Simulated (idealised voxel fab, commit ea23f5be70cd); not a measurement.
Presented below is a process module, voxel gate over fins.
Section shown: cut. Width: 285 nm. Cell size: 5 nm, square.
We lay out every cross-section as a grid of square cells and spell it out in bands from the top down, where one band means one or more rows of cells.
In this notation a band is specified by the heights of its top and bottom, in that order and in nm, after which its materials appear from left to right, each paired with its width in nm. The word "throughout" attached to a single material means that material fills the band from edge to edge; the word "blank" stands for empty space.
Heads up on the height convention: 0 is the point under which the incoming wafer is all one material, and the lowest band has no bottom, it just keeps going down, like "0 -> down".
Width: "30..40" (first number = top row, second number = bottom row, same change from row to row of cells).
"remains unaltered" (step): cross-section cells unchanged, all of them.
Voids not open to the top, 8 cells minimum: see "Tabulated closed voids". Written width x height at distance; distance is from the left edge; nm.
It should be noted that, on the line of a given step, the content following the step's settings is a remark produced by the simulator itself with respect to that step.
overlay nm: for a step with a mask, the amount by which the mask lay right of where it was planned; a negative amount means left of it.
Guide to the pairs. Each holds a before and an after cross-section around one process step; the after cross-section is cut off at the lowest band that changed. Look under the pair for the step between them and its settings. Pairs can come from different runs of this module on the same starting wafer, so a pair follows on from the one above it only where its entry headed "Structure before processing" says it does.

STRUCTURE BEFORE PROCESSING
  5 -> 0 | SiO2: 45; blank: 15; SiO2: 45; blank: 15; SiO2: 45; blank: 15; SiO2: 45; blank: 15; SiO2: 45
  0 -> -25 | SiO2: 50; Si: 5; SiO2: 55; Si: 5; SiO2: 55; Si: 5; SiO2: 55; Si: 5; SiO2: 50
  -25 -> -30 | SiO2: 50; Si: 5; SiO2: 20; TiN: 15; SiO2: 20; Si: 5; SiO2: 55; Si: 5; SiO2: 55; Si: 5; SiO2: 50
  -30 -> -40 | SiO2: 50; Si: 5; SiO2: 55; Si: 5; SiO2: 55; Si: 5; SiO2: 55; Si: 5; SiO2: 50
  -40 -> down | Si throughout
  Tabulated closed voids: none

RESULT OF STEP
  0 -> -15 | blank: 50; Si: 5; blank: 55; Si: 5; blank: 55; Si: 5; blank: 55; Si: 5; blank: 50
  -15 -> -20 | SiO2: 25; blank: 25; Si: 5; blank: 25; SiO2: 5; blank: 25; Si: 5; blank: 25; SiO2: 5; blank: 25; Si: 5; blank: 25; SiO2: 5; blank: 25; Si: 5; blank: 25; SiO2: 25
  Unchanged below -20.
  Tabulated closed voids: none
Going from one cross-section above to the next, the wafer undergoes SELECTIVE_ETCH | etch materials SiO2 | depth nm 20

Structure before processing: The pre-step condition corresponds to the post-step cross-section depicted in the pair directly above.

RESULT OF STEP
  5 -> 0 | blank: 45; HfO2: 15; blank: 45; HfO2: 15; blank: 45; HfO2: 15; blank: 45; HfO2: 15; blank: 45
  0 -> -10 | blank: 45; HfO2: 5; Si: 5; HfO2: 5; blank: 45; HfO2: 5; Si: 5; HfO2: 5; blank: 45; HfO2: 5; Si: 5; HfO2: 5; blank: 45; HfO2: 5; Si: 5; HfO2: 5; blank: 45
  -10 -> -15 | HfO2: 30; blank: 15; HfO2: 5; Si: 5; HfO2: 5; blank: 15; HfO2: 15; blank: 15; HfO2: 5; Si: 5; HfO2: 5; blank: 15; HfO2: 15; blank: 15; HfO2: 5; Si: 5; HfO2: 5; blank: 15; HfO2: 15; blank: 15; HfO2: 5; Si: 5; HfO2: 5; blank: 15; HfO2: 30
  -15 -> -20 | SiO2: 25; HfO2: 25; Si: 5; HfO2: 25; SiO2: 5; HfO2: 25; Si: 5; HfO2: 25; SiO2: 5; HfO2: 25; Si: 5; HfO2: 25; SiO2: 5; HfO2: 25; Si: 5; HfO2: 25; SiO2: 25
  Unchanged below -20.
  Tabulated closed voids: none
Going from one cross-section above to the next, the wafer undergoes CONFORMAL_DEP | material HfO2 | thk nm 5

Structure before processing: The pre-step condition corresponds to the post-step cross-section depicted in the pair directly above.

RESULT OF STEP
  10 -> 5 | blank: 40; TiN: 25; blank: 35; TiN: 25; blank: 35; TiN: 25; blank: 35; TiN: 25; blank: 40
  5 -> 0 | blank: 40; TiN: 5; HfO2: 15; TiN: 5; blank: 35; TiN: 5; HfO2: 15; TiN: 5; blank: 35; TiN: 5; HfO2: 15; TiN: 5; blank: 35; TiN: 5; HfO2: 15; TiN: 5; blank: 40
  0 -> -5 | blank: 40; TiN: 5; HfO2: 5; Si: 5; HfO2: 5; TiN: 5; blank: 35; TiN: 5; HfO2: 5; Si: 5; HfO2: 5; TiN: 5; blank: 35; TiN: 5; HfO2: 5; Si: 5; HfO2: 5; TiN: 5; blank: 35; TiN: 5; HfO2: 5; Si: 5; HfO2: 5; TiN: 5; blank: 40
  -5 -> -10 | TiN: 35; blank: 5; TiN: 5; HfO2: 5; Si: 5; HfO2: 5; TiN: 5; blank: 5; TiN: 25; blank: 5; TiN: 5; HfO2: 5; Si: 5; HfO2: 5; TiN: 5; blank: 5; TiN: 25; blank: 5; TiN: 5; HfO2: 5; Si: 5; HfO2: 5; TiN: 5; blank: 5; TiN: 25; blank: 5; TiN: 5; HfO2: 5; Si: 5; HfO2: 5; TiN: 5; blank: 5; TiN: 35
  -10 -> -15 | HfO2: 30; TiN: 15; HfO2: 5; Si: 5; HfO2: 5; TiN: 15; HfO2: 15; TiN: 15; HfO2: 5; Si: 5; HfO2: 5; TiN: 15; HfO2: 15; TiN: 15; HfO2: 5; Si: 5; HfO2: 5; TiN: 15; HfO2: 15; TiN: 15; HfO2: 5; Si: 5; HfO2: 5; TiN: 15; HfO2: 30
  Unchanged below -15.
  Tabulated closed voids: none
Going from one cross-section above to the next, the wafer undergoes CONFORMAL_DEP | material TiN | thk nm 5

Structure before processing: The pre-step condition corresponds to the post-step cross-section depicted in the pair directly above.

RESULT OF STEP
  20 -> 10 | W throughout
  10 -> 5 | W: 40; TiN: 25; W: 35; TiN: 25; W: 35; TiN: 25; W: 35; TiN: 25; W: 40
  5 -> 0 | W: 40; TiN: 5; HfO2: 15; TiN: 5; W: 35; TiN: 5; HfO2: 15; TiN: 5; W: 35; TiN: 5; HfO2: 15; TiN: 5; W: 35; TiN: 5; HfO2: 15; TiN: 5; W: 40
  0 -> -5 | W: 40; TiN: 5; HfO2: 5; Si: 5; HfO2: 5; TiN: 5; W: 35; TiN: 5; HfO2: 5; Si: 5; HfO2: 5; TiN: 5; W: 35; TiN: 5; HfO2: 5; Si: 5; HfO2: 5; TiN: 5; W: 35; TiN: 5; HfO2: 5; Si: 5; HfO2: 5; TiN: 5; W: 40
  -5 -> -10 | TiN: 35; W: 5; TiN: 5; HfO2: 5; Si: 5; HfO2: 5; TiN: 5; W: 5; TiN: 25; W: 5; TiN: 5; HfO2: 5; Si: 5; HfO2: 5; TiN: 5; W: 5; TiN: 25; W: 5; TiN: 5; HfO2: 5; Si: 5; HfO2: 5; TiN: 5; W: 5; TiN: 25; W: 5; TiN: 5; HfO2: 5; Si: 5; HfO2: 5; TiN: 5; W: 5; TiN: 35
  Unchanged below -10.
  Tabulated closed voids: none
Going from one cross-section above to the next, the wafer undergoes FILL_DEP | material W | thk nm 10

Structure before processing: The pre-step condition corresponds to the post-step cross-section depicted in the pair directly above.

RESULT OF STEP
  15 -> 10 | W throughout
  Unchanged below 10.
  Tabulated closed voids: none
Going from one cross-section above to the next, the wafer undergoes CMP | height nm 15

Structure before processing: The pre-step condition corresponds to the post-step cross-section depicted in the pair directly above.

RESULT OF STEP
  25 -> 15 | SiN throughout
  Unchanged below 15.
  Tabulated closed voids: none
Going from one cross-section above to the next, the wafer undergoes CONFORMAL_DEP | material SiN | thk nm 10

STRUCTURE BEFORE PROCESSING
  5 -> 0 | blank: 45; SiN: 15; blank: 45; SiN: 15; blank: 45; SiN: 15; blank: 45; SiN: 15; blank: 45
  0 -> down | Si throughout
  Tabulated closed voids: none

RESULT OF STEP
  5 -> 0 | blank: 45; SiN: 15; blank: 45; SiN: 15; blank: 45; SiN: 15; blank: 45; SiN: 15; blank: 45
  0 -> -30 | blank: 45; Si: 15; blank: 45; Si: 15; blank: 45; Si: 15; blank: 45; Si: 15; blank: 45
  Unchanged below -30.
  Tabulated closed voids: none
Going from one cross-section above to the next, the wafer undergoes MASKED_ETCH | tone cover | mask id FINS | width nm 15 | pitch nm 60 | etch materials Si | depth nm 30 | overlay nm 0

Structure before processing: The pre-step condition corresponds to the post-step cross-section depicted in the pair directly above.

RESULT OF STEP
  5 -> 0 | blank: 45; SiN: 15; blank: 45; SiN: 15; blank: 45; SiN: 15; blank: 45; SiN: 15; blank: 45
  0 -> -30 | blank: 45; SiO2: 5; Si: 5; SiO2: 5; blank: 45; SiO2: 5; Si: 5; SiO2: 5; blank: 45; SiO2: 5; Si: 5; SiO2: 5; blank: 45; SiO2: 5; Si: 5; SiO2: 5; blank: 45
  -30 -> -35 | SiO2: 50; Si: 5; SiO2: 55; Si: 5; SiO2: 55; Si: 5; SiO2: 55; Si: 5; SiO2: 50
  Unchanged below -35.
  Tabulated closed voids: none
Going from one cross-section above to the next, the wafer undergoes OXIDIZE | depth nm 5

Structure before processing: The pre-step condition corresponds to the post-step cross-section depicted in the pair directly above.

RESULT OF STEP
  10 -> 5 | SiO2 throughout
  5 -> 0 | SiO2: 45; SiN: 15; SiO2: 45; SiN: 15; SiO2: 45; SiN: 15; SiO2: 45; SiN: 15; SiO2: 45
  0 -> -35 | SiO2: 50; Si: 5; SiO2: 55; Si: 5; SiO2: 55; Si: 5; SiO2: 55; Si: 5; SiO2: 50
  Unchanged below -35.
  Tabulated closed voids: none
Going from one cross-section above to the next, the wafer undergoes FILL_DEP | material SiO2 | thk nm 5

Structure before processing: The pre-step condition corresponds to the post-step cross-section depicted in the pair directly above.

RESULT OF STEP
  5 -> 0 | SiO2: 45; SiN: 15; SiO2: 45; SiN: 15; SiO2: 45; SiN: 15; SiO2: 45; SiN: 15; SiO2: 45
  Unchanged below 0.
  Tabulated closed voids: none
Going from one cross-section above to the next, the wafer undergoes CMP | height nm 5

Structure before processing: The pre-step condition corresponds to the post-step cross-section depicted in the pair directly above.

RESULT OF STEP
  25 -> 5 | resist: 75; blank: 15; resist: 195
  Unchanged below 5.
  Tabulated closed voids: none
Going from one cross-section above to the next, the wafer undergoes PATTERN | tone open | mask id RAIL | material resist | width nm 15 | thk nm 20 | overlay nm 0

Structure before processing: The pre-step condition corresponds to the post-step cross-section depicted in the pair directly above.

RESULT OF STEP
  25 -> 5 | resist: 75; blank: 15; resist: 195
  5 -> 0 | SiO2: 45; SiN: 15; SiO2: 15; blank: 15; SiO2: 15; SiN: 15; SiO2: 45; SiN: 15; SiO2: 45; SiN: 15; SiO2: 45
  0 -> -30 | SiO2: 50; Si: 5; SiO2: 20; blank: 15; SiO2: 20; Si: 5; SiO2: 55; Si: 5; SiO2: 55; Si: 5; SiO2: 50
  Unchanged below -30.
  Tabulated closed voids: none
Going from one cross-section above to the next, the wafer undergoes DIRECTIONAL_ETCH | etch materials SiO2 | depth nm 35

Structure before processing: The pre-step condition corresponds to the post-step cross-section depicted in the pair directly above.

RESULT OF STEP
  5 -> 0 | SiO2: 45; SiN: 15; SiO2: 15; blank: 15; SiO2: 15; SiN: 15; SiO2: 45; SiN: 15; SiO2: 45; SiN: 15; SiO2: 45
  Unchanged below 0.
  Tabulated closed voids: none
Going from one cross-section above to the next, the wafer undergoes STRIP | etch materials resist

Structure before processing: The pre-step condition corresponds to the post-step cross-section depicted in the pair directly above.

RESULT OF STEP
  10 -> 5 | TiN: 80; blank: 5; TiN: 200
  5 -> 0 | SiO2: 45; SiN: 15; SiO2: 15; TiN: 5; blank: 5; TiN: 5; SiO2: 15; SiN: 15; SiO2: 45; SiN: 15; SiO2: 45; SiN: 15; SiO2: 45
  0 -> -25 | SiO2: 50; Si: 5; SiO2: 20; TiN: 5; blank: 5; TiN: 5; SiO2: 20; Si: 5; SiO2: 55; Si: 5; SiO2: 55; Si: 5; SiO2: 50
  -25 -> -30 | SiO2: 50; Si: 5; SiO2: 20; TiN: 15; SiO2: 20; Si: 5; SiO2: 55; Si: 5; SiO2: 55; Si: 5; SiO2: 50
  Unchanged below -30.
  Tabulated closed voids: none
Going from one cross-section above to the next, the wafer undergoes CONFORMAL_DEP | material TiN | thk nm 5

Structure before processing: The pre-step condition corresponds to the post-step cross-section depicted in the pair directly above.

RESULT OF STEP
  20 -> 10 | W throughout
  10 -> 5 | TiN: 80; W: 5; TiN: 200
  5 -> 0 | SiO2: 45; SiN: 15; SiO2: 15; TiN: 5; W: 5; TiN: 5; SiO2: 15; SiN: 15; SiO2: 45; SiN: 15; SiO2: 45; SiN: 15; SiO2: 45
  0 -> -25 | SiO2: 50; Si: 5; SiO2: 20; TiN: 5; W: 5; TiN: 5; SiO2: 20; Si: 5; SiO2: 55; Si: 5; SiO2: 55; Si: 5; SiO2: 50
  Unchanged below -25.
  Tabulated closed voids: none
Going from one cross-section above to the next, the wafer undergoes FILL_DEP | material W | thk nm 10

Structure before processing: The pre-step condition corresponds to the post-step cross-section depicted in the pair directly above.

RESULT OF STEP
  5 -> 0 | SiO2: 45; SiN: 15; SiO2: 15; TiN: 5; W: 5; TiN: 5; SiO2: 15; SiN: 15; SiO2: 45; SiN: 15; SiO2: 45; SiN: 15; SiO2: 45
  Unchanged below 0.
  Tabulated closed voids: none
Going from one cross-section above to the next, the wafer undergoes CMP | height nm 5

Structure before processing: The pre-step condition corresponds to the post-step cross-section depicted in the pair directly above.

RESULT OF STEP
  5 -> 0 | SiO2: 45; SiN: 15; SiO2: 15; blank: 15; SiO2: 15; SiN: 15; SiO2: 45; SiN: 15; SiO2: 45; SiN: 15; SiO2: 45
  0 -> -25 | SiO2: 50; Si: 5; SiO2: 20; blank: 15; SiO2: 20; Si: 5; SiO2: 55; Si: 5; SiO2: 55; Si: 5; SiO2: 50
  Unchanged below -25.
  Tabulated closed voids: none
Going from one cross-section above to the next, the wafer undergoes SELECTIVE_ETCH | etch materials W Ru TiN | depth nm 30

Structure before processing: The pre-step condition corresponds to the post-step cross-section depicted in the pair directly above.

RESULT OF STEP
  10 -> 5 | SiO2 throughout
  5 -> 0 | SiO2: 45; SiN: 15; SiO2: 45; SiN: 15; SiO2: 45; SiN: 15; SiO2: 45; SiN: 15; SiO2: 45
  0 -> -25 | SiO2: 50; Si: 5; SiO2: 55; Si: 5; SiO2: 55; Si: 5; SiO2: 55; Si: 5; SiO2: 50
  Unchanged below -25.
  Tabulated closed voids: none
Going from one cross-section above to the next, the wafer undergoes FILL_DEP | material SiO2 | thk nm 5

Structure before processing: The pre-step condition corresponds to the post-step cross-section depicted in the pair directly above.

RESULT OF STEP
  5 -> 0 | SiO2: 45; SiN: 15; SiO2: 45; SiN: 15; SiO2: 45; SiN: 15; SiO2: 45; SiN: 15; SiO2: 45
  Unchanged below 0.
  Tabulated closed voids: none
Going from one cross-section above to the next, the wafer undergoes CMP | height nm 5

Structure before processing: The pre-step condition corresponds to the post-step cross-section depicted in the pair directly above.

RESULT OF STEP
  5 -> 0 | blank: 45; SiN: 15; blank: 45; SiN: 15; blank: 45; SiN: 15; blank: 45; SiN: 15; blank: 45
  0 -> -15 | blank: 50; Si: 5; blank: 55; Si: 5; blank: 55; Si: 5; blank: 55; Si: 5; blank: 50
  Unchanged below -15.
  Tabulated closed voids: none
Going from one cross-section above to the next, the wafer undergoes SELECTIVE_ETCH | etch materials SiO2 | depth nm 20

Structure before processing: The pre-step condition corresponds to the post-step cross-section depicted in the pair directly above.

RESULT OF STEP
  0 -> -15 | blank: 50; Si: 5; blank: 55; Si: 5; blank: 55; Si: 5; blank: 55; Si: 5; blank: 50
  Unchanged below -15.
  Tabulated closed voids: none
Going from one cross-section above to the next, the wafer undergoes STRIP | etch materials SiN

Structure before processing: The pre-step condition corresponds to the post-step cross-section depicted in the pair directly above.

RESULT OF STEP
  5 -> 0 | blank: 45; HfO2: 15; blank: 45; HfO2: 15; blank: 45; HfO2: 15; blank: 45; HfO2: 15; blank: 45
  0 -> -10 | blank: 45; HfO2: 5; Si: 5; HfO2: 5; blank: 45; HfO2: 5; Si: 5; HfO2: 5; blank: 45; HfO2: 5; Si: 5; HfO2: 5; blank: 45; HfO2: 5; Si: 5; HfO2: 5; blank: 45
  -10 -> -15 | HfO2: 50; Si: 5; HfO2: 55; Si: 5; HfO2: 55; Si: 5; HfO2: 55; Si: 5; HfO2: 50
  Unchanged below -15.
  Tabulated closed voids: none
Going from one cross-section above to the next, the wafer undergoes CONFORMAL_DEP | material HfO2 | thk nm 5

Structure before processing: The pre-step condition corresponds to the post-step cross-section depicted in the pair directly above.

RESULT OF STEP
  10 -> 5 | blank: 40; TiN: 25; blank: 35; TiN: 25; blank: 35; TiN: 25; blank: 35; TiN: 25; blank: 40
  5 -> 0 | blank: 40; TiN: 5; HfO2: 15; TiN: 5; blank: 35; TiN: 5; HfO2: 15; TiN: 5; blank: 35; TiN: 5; HfO2: 15; TiN: 5; blank: 35; TiN: 5; HfO2: 15; TiN: 5; blank: 40
  0 -> -5 | blank: 40; TiN: 5; HfO2: 5; Si: 5; HfO2: 5; TiN: 5; blank: 35; TiN: 5; HfO2: 5; Si: 5; HfO2: 5; TiN: 5; blank: 35; TiN: 5; HfO2: 5; Si: 5; HfO2: 5; TiN: 5; blank: 35; TiN: 5; HfO2: 5; Si: 5; HfO2: 5; TiN: 5; blank: 40
  -5 -> -10 | TiN: 45; HfO2: 5; Si: 5; HfO2: 5; TiN: 45; HfO2: 5; Si: 5; HfO2: 5; TiN: 45; HfO2: 5; Si: 5; HfO2: 5; TiN: 45; HfO2: 5; Si: 5; HfO2: 5; TiN: 45
  Unchanged below -10.
  Tabulated closed voids: none
Going from one cross-section above to the next, the wafer undergoes CONFORMAL_DEP | material TiN | thk nm 5

Structure before processing: The pre-step condition corresponds to the post-step cross-section depicted in the pair directly above.

RESULT OF STEP
  20 -> 10 | W throughout
  10 -> 5 | W: 40; TiN: 25; W: 35; TiN: 25; W: 35; TiN: 25; W: 35; TiN: 25; W: 40
  5 -> 0 | W: 40; TiN: 5; HfO2: 15; TiN: 5; W: 35; TiN: 5; HfO2: 15; TiN: 5; W: 35; TiN: 5; HfO2: 15; TiN: 5; W: 35; TiN: 5; HfO2: 15; TiN: 5; W: 40
  0 -> -5 | W: 40; TiN: 5; HfO2: 5; Si: 5; HfO2: 5; TiN: 5; W: 35; TiN: 5; HfO2: 5; Si: 5; HfO2: 5; TiN: 5; W: 35; TiN: 5; HfO2: 5; Si: 5; HfO2: 5; TiN: 5; W: 35; TiN: 5; HfO2: 5; Si: 5; HfO2: 5; TiN: 5; W: 40
  Unchanged below -5.
  Tabulated closed voids: none
Going from one cross-section above to the next, the wafer undergoes FILL_DEP | material W | thk nm 10

Structure before processing: The pre-step condition corresponds to the post-step cross-section depicted in the pair directly above.

RESULT OF STEP
  15 -> 10 | W throughout
  Unchanged below 10.
  Tabulated closed voids: none
Going from one cross-section above to the next, the wafer undergoes CMP | height nm 15

Structure before processing: The pre-step condition corresponds to the post-step cross-section depicted in the pair directly above.

RESULT OF STEP
  25 -> 15 | SiN throughout
  Unchanged below 15.
  Tabulated closed voids: none
Going from one cross-section above to the next, the wafer undergoes CONFORMAL_DEP | material SiN | thk nm 10

STRUCTURE BEFORE PROCESSING
  5 -> 0 | SiO2: 45; SiN: 15; SiO2: 45; SiN: 15; SiO2: 45; SiN: 15; SiO2: 45; SiN: 15; SiO2: 45
  0 -> -40 | SiO2: 50; Si: 5; SiO2: 55; Si: 5; SiO2: 55; Si: 5; SiO2: 55; Si: 5; SiO2: 50
  -40 -> down | Si throughout
  Tabulated closed voids: none

RESULT OF STEP
  25 -> 5 | resist: 70; blank: 25; resist: 190
  Unchanged below 5.
  Tabulated closed voids: none
Going from one cross-section above to the next, the wafer undergoes PATTERN | tone open | mask id RAIL | material resist | width nm 25 | thk nm 20 | overlay nm 0

Structure before processing: The pre-step condition corresponds to the post-step cross-section depicted in the pair directly above.

RESULT OF STEP
  25 -> 5 | resist: 70; blank: 25; resist: 190
  5 -> 0 | SiO2: 45; SiN: 15; SiO2: 10; blank: 25; SiO2: 10; SiN: 15; SiO2: 45; SiN: 15; SiO2: 45; SiN: 15; SiO2: 45
  0 -> -30 | SiO2: 50; Si: 5; SiO2: 15; blank: 25; SiO2: 15; Si: 5; SiO2: 55; Si: 5; SiO2: 55; Si: 5; SiO2: 50
  Unchanged below -30.
  Tabulated closed voids: none
Going from one cross-section above to the next, the wafer undergoes DIRECTIONAL_ETCH | etch materials SiO2 | depth nm 35

Structure before processing: The pre-step condition corresponds to the post-step cross-section depicted in the pair directly above.

RESULT OF STEP
  5 -> 0 | SiO2: 45; SiN: 15; SiO2: 10; blank: 25; SiO2: 10; SiN: 15; SiO2: 45; SiN: 15; SiO2: 45; SiN: 15; SiO2: 45
  Unchanged below 0.
  Tabulated closed voids: none
Going from one cross-section above to the next, the wafer undergoes STRIP | etch materials resist

Structure before processing: The pre-step condition corresponds to the post-step cross-section depicted in the pair directly above.

RESULT OF STEP
  10 -> 5 | TiN: 75; blank: 15; TiN: 195
  5 -> 0 | SiO2: 45; SiN: 15; SiO2: 10; TiN: 5; blank: 15; TiN: 5; SiO2: 10; SiN: 15; SiO2: 45; SiN: 15; SiO2: 45; SiN: 15; SiO2: 45
  0 -> -25 | SiO2: 50; Si: 5; SiO2: 15; TiN: 5; blank: 15; TiN: 5; SiO2: 15; Si: 5; SiO2: 55; Si: 5; SiO2: 55; Si: 5; SiO2: 50
  -25 -> -30 | SiO2: 50; Si: 5; SiO2: 15; TiN: 25; SiO2: 15; Si: 5; SiO2: 55; Si: 5; SiO2: 55; Si: 5; SiO2: 50
  Unchanged below -30.
  Tabulated closed voids: none
Going from one cross-section above to the next, the wafer undergoes CONFORMAL_DEP | material TiN | thk nm 5

Structure before processing: The pre-step condition corresponds to the post-step cross-section depicted in the pair directly above.

RESULT OF STEP
  20 -> 10 | W throughout
  10 -> 5 | TiN: 75; W: 15; TiN: 195
  5 -> 0 | SiO2: 45; SiN: 15; SiO2: 10; TiN: 5; W: 15; TiN: 5; SiO2: 10; SiN: 15; SiO2: 45; SiN: 15; SiO2: 45; SiN: 15; SiO2: 45
  0 -> -25 | SiO2: 50; Si: 5; SiO2: 15; TiN: 5; W: 15; TiN: 5; SiO2: 15; Si: 5; SiO2: 55; Si: 5; SiO2: 55; Si: 5; SiO2: 50
  Unchanged below -25.
  Tabulated closed voids: none
Going from one cross-section above to the next, the wafer undergoes FILL_DEP | material W | thk nm 10

Structure before processing: The pre-step condition corresponds to the post-step cross-section depicted in the pair directly above.

RESULT OF STEP
  5 -> 0 | SiO2: 45; SiN: 15; SiO2: 10; TiN: 5; W: 15; TiN: 5; SiO2: 10; SiN: 15; SiO2: 45; SiN: 15; SiO2: 45; SiN: 15; SiO2: 45
  Unchanged below 0.
  Tabulated closed voids: none
Going from one cross-section above to the next, the wafer undergoes CMP | height nm 5

Structure before processing: The pre-step condition corresponds to the post-step cross-section depicted in the pair directly above.

RESULT OF STEP
  5 -> 0 | SiO2: 45; SiN: 15; SiO2: 10; blank: 25; SiO2: 10; SiN: 15; SiO2: 45; SiN: 15; SiO2: 45; SiN: 15; SiO2: 45
  0 -> -25 | SiO2: 50; Si: 5; SiO2: 15; blank: 25; SiO2: 15; Si: 5; SiO2: 55; Si: 5; SiO2: 55; Si: 5; SiO2: 50
  Unchanged below -25.
  Tabulated closed voids: none
Going from one cross-section above to the next, the wafer undergoes SELECTIVE_ETCH | etch materials W Ru TiN | depth nm 30

Structure before processing: The pre-step condition corresponds to the post-step cross-section depicted in the pair directly above.

RESULT OF STEP
  10 -> 5 | SiO2 throughout
  5 -> 0 | SiO2: 45; SiN: 15; SiO2: 45; SiN: 15; SiO2: 45; SiN: 15; SiO2: 45; SiN: 15; SiO2: 45
  0 -> -25 | SiO2: 50; Si: 5; SiO2: 55; Si: 5; SiO2: 55; Si: 5; SiO2: 55; Si: 5; SiO2: 50
  Unchanged below -25.
  Tabulated closed voids: none
Going from one cross-section above to the next, the wafer undergoes FILL_DEP | material SiO2 | thk nm 5

Structure before processing: The pre-step condition corresponds to the post-step cross-section depicted in the pair directly above.

RESULT OF STEP
  5 -> 0 | SiO2: 45; SiN: 15; SiO2: 45; SiN: 15; SiO2: 45; SiN: 15; SiO2: 45; SiN: 15; SiO2: 45
  Unchanged below 0.
  Tabulated closed voids: none
Going from one cross-section above to the next, the wafer undergoes CMP | height nm 5

Structure before processing: The pre-step condition corresponds to the post-step cross-section depicted in the pair directly above.

RESULT OF STEP
  5 -> 0 | blank: 45; SiN: 15; blank: 45; SiN: 15; blank: 45; SiN: 15; blank: 45; SiN: 15; blank: 45
  0 -> -15 | blank: 50; Si: 5; blank: 55; Si: 5; blank: 55; Si: 5; blank: 55; Si: 5; blank: 50
  Unchanged below -15.
  Tabulated closed voids: none
Going from one cross-section above to the next, the wafer undergoes SELECTIVE_ETCH | etch materials SiO2 | depth nm 20

Structure before processing: The pre-step condition corresponds to the post-step cross-section depicted in the pair directly above.

RESULT OF STEP
  0 -> -15 | blank: 50; Si: 5; blank: 55; Si: 5; blank: 55; Si: 5; blank: 55; Si: 5; blank: 50
  Unchanged below -15.
  Tabulated closed voids: none
Going from one cross-section above to the next, the wafer undergoes STRIP | etch materials SiN

Structure before processing: The pre-step condition corresponds to the post-step cross-section depicted in the pair directly above.

RESULT OF STEP
  5 -> 0 | blank: 45; HfO2: 15; blank: 45; HfO2: 15; blank: 45; HfO2: 15; blank: 45; HfO2: 15; blank: 45
  0 -> -10 | blank: 45; HfO2: 5; Si: 5; HfO2: 5; blank: 45; HfO2: 5; Si: 5; HfO2: 5; blank: 45; HfO2: 5; Si: 5; HfO2: 5; blank: 45; HfO2: 5; Si: 5; HfO2: 5; blank: 45
  -10 -> -15 | HfO2: 50; Si: 5; HfO2: 55; Si: 5; HfO2: 55; Si: 5; HfO2: 55; Si: 5; HfO2: 50
  Unchanged below -15.
  Tabulated closed voids: none
Going from one cross-section above to the next, the wafer undergoes CONFORMAL_DEP | material HfO2 | thk nm 5

Structure before processing: The pre-step condition corresponds to the post-step cross-section depicted in the pair directly above.

RESULT OF STEP
  10 -> 5 | blank: 40; TiN: 25; blank: 35; TiN: 25; blank: 35; TiN: 25; blank: 35; TiN: 25; blank: 40
  5 -> 0 | blank: 40; TiN: 5; HfO2: 15; TiN: 5; blank: 35; TiN: 5; HfO2: 15; TiN: 5; blank: 35; TiN: 5; HfO2: 15; TiN: 5; blank: 35; TiN: 5; HfO2: 15; TiN: 5; blank: 40
  0 -> -5 | blank: 40; TiN: 5; HfO2: 5; Si: 5; HfO2: 5; TiN: 5; blank: 35; TiN: 5; HfO2: 5; Si: 5; HfO2: 5; TiN: 5; blank: 35; TiN: 5; HfO2: 5; Si: 5; HfO2: 5; TiN: 5; blank: 35; TiN: 5; HfO2: 5; Si: 5; HfO2: 5; TiN: 5; blank: 40
  -5 -> -10 | TiN: 45; HfO2: 5; Si: 5; HfO2: 5; TiN: 45; HfO2: 5; Si: 5; HfO2: 5; TiN: 45; HfO2: 5; Si: 5; HfO2: 5; TiN: 45; HfO2: 5; Si: 5; HfO2: 5; TiN: 45
  Unchanged below -10.
  Tabulated closed voids: none
Going from one cross-section above to the next, the wafer undergoes CONFORMAL_DEP | material TiN | thk nm 5

Structure before processing: The pre-step condition corresponds to the post-step cross-section depicted in the pair directly above.

RESULT OF STEP
  20 -> 10 | W throughout
  10 -> 5 | W: 40; TiN: 25; W: 35; TiN: 25; W: 35; TiN: 25; W: 35; TiN: 25; W: 40
  5 -> 0 | W: 40; TiN: 5; HfO2: 15; TiN: 5; W: 35; TiN: 5; HfO2: 15; TiN: 5; W: 35; TiN: 5; HfO2: 15; TiN: 5; W: 35; TiN: 5; HfO2: 15; TiN: 5; W: 40
  0 -> -5 | W: 40; TiN: 5; HfO2: 5; Si: 5; HfO2: 5; TiN: 5; W: 35; TiN: 5; HfO2: 5; Si: 5; HfO2: 5; TiN: 5; W: 35; TiN: 5; HfO2: 5; Si: 5; HfO2: 5; TiN: 5; W: 35; TiN: 5; HfO2: 5; Si: 5; HfO2: 5; TiN: 5; W: 40
  Unchanged below -5.
  Tabulated closed voids: none
Going from one cross-section above to the next, the wafer undergoes FILL_DEP | material W | thk nm 10

Structure before processing: The pre-step condition corresponds to the post-step cross-section depicted in the pair directly above.

RESULT OF STEP
  15 -> 10 | W throughout
  Unchanged below 10.
  Tabulated closed voids: none
Going from one cross-section above to the next, the wafer undergoes CMP | height nm 15

Structure before processing: The pre-step condition corresponds to the post-step cross-section depicted in the pair directly above.

RESULT OF STEP
  25 -> 15 | SiN throughout
  Unchanged below 15.
  Tabulated closed voids: none
Going from one cross-section above to the next, the wafer undergoes CONFORMAL_DEP | material SiN | thk nm 10

STRUCTURE BEFORE PROCESSING
  5 -> 0 | SiN throughout
  0 -> down | Si throughout
  Tabulated closed voids: none

RESULT OF STEP
  5 -> 0 | blank: 35; SiN: 15; blank: 45; SiN: 15; blank: 45; SiN: 15; blank: 45; SiN: 15; blank: 55
  Unchanged below 0.
  Tabulated closed voids: none
Going from one cross-section above to the next, the wafer undergoes MASKED_ETCH | tone cover | mask id FINS | width nm 15 | pitch nm 60 | etch materials SiN | depth nm 5 | overlay nm -10

Structure before processing: The pre-step condition corresponds to the post-step cross-section depicted in the pair directly above.

RESULT OF STEP
  5 -> 0 | blank: 35; SiN: 15; blank: 45; SiN: 15; blank: 45; SiN: 15; blank: 45; SiN: 15; blank: 55
  0 -> -35 | blank: 35; Si: 25; blank: 35; Si: 25; blank: 35; Si: 25; blank: 35; Si: 25; blank: 45
  Unchanged below -35.
  Tabulated closed voids: none
Going from one cross-section above to the next, the wafer undergoes MASKED_ETCH | tone cover | mask id FINS | width nm 15 | pitch nm 60 | etch materials Si | depth nm 35 | overlay nm 0
